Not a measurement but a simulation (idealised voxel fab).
process module | voxel released beams
Pictured: cross-section cut, 205 nm wide, on a grid of 5 nm square cells.
The cross-sections in this document take the form of a grid made of square cells. They are written out as bands, in order from top to bottom. Each band consists of one or more rows of cells.
Per band: top height and bottom height in nm, followed by the left-to-right materials and their widths in nm; "throughout" marks a single material spanning edge to edge, "blank" marks empty space.
Convention: height 0 is the level below which the wafer, as received, is all one material. The lowest band does not terminate at the bottom but continues downward, represented as "0 -> down".
Width spec "30 to 40" -> top row of cells at first value, bottom row at second value, equal per-row change in between.
Any step labelled "no modifications" changed none of the cells in the cross-section.
Closed empty spaces (no open way to the top) of 8 cells or more are what "Enclosed empty spaces" lists, each as width x height at distance from the left edge, nm for all three.
Anything after a step's settings on that line? It's the simulator's own note about the step.
overlay nm, on a step with a mask: how far to the right of its planned place the mask lay; to the left if negative

STEPS PLANNED FOR THE PROCESS
1. RECEIVE: material Si
2. CONFORMAL_DEP: material SiN, thk nm 5
3. DIRECTIONAL_DEP: material SiO2, thk nm 15
4. PATTERN: tone open, mask id ANCHOR, material resist, width nm 35, thk nm 20, overlay nm 0
5. DIRECTIONAL_ETCH: etch materials SiO2, depth nm 15
6. STRIP: etch materials resist
7. CONFORMAL_DEP: material TiN, thk nm 15
8. PATTERN: tone cover, mask id BEAM, material resist, width nm 105, thk nm 15, overlay nm 0
9. DIRECTIONAL_ETCH: etch materials TiN, depth nm 15
10. STRIP: etch materials resist
11. STRIP: etch materials SiO2

THE CROSS-SECTION HERE SHOWS THE WAFER AS RECEIVED, I.E. IN ITS STATE AFTER STEP 1
  0 -> down  Si throughout
  Enclosed empty spaces: none

RUN AS PLANNED - FIRST OF THE TWO WAFERS CROSS-SECTIONED AT THE END OF THE MODULE
  35 -> 20  blank 45 nm; TiN 20 nm; blank 5 nm; TiN 80 nm; blank 55 nm
  20 -> 5  blank 50 nm; TiN 35 nm; blank 120 nm
  5 -> 0  SiN throughout
  0 -> down  Si throughout
  Enclosed empty spaces: none

THE SECOND WAFER, SHOWN IN CROSS-SECTION AFTER THE MODULE: STARTED THE SAME WAY AS THE FIRST AND GIVEN THE SAME PLAN, YET ONE MISTAKE CREPT INTO HOW IT WAS RUN
  30 -> 15  blank 45 nm; TiN 20 nm; blank 5 nm; TiN 80 nm; blank 55 nm
  15 -> 0  blank 50 nm; TiN 35 nm; blank 120 nm
  0 -> down  Si throughout
  Enclosed empty spaces: none
So what did we get wrong on this run? plan step 2 never ran because it was skipped
Per the end-of-run cell counts, the second wafer holds more or fewer of some materials than the first: 41 fewer of SiN
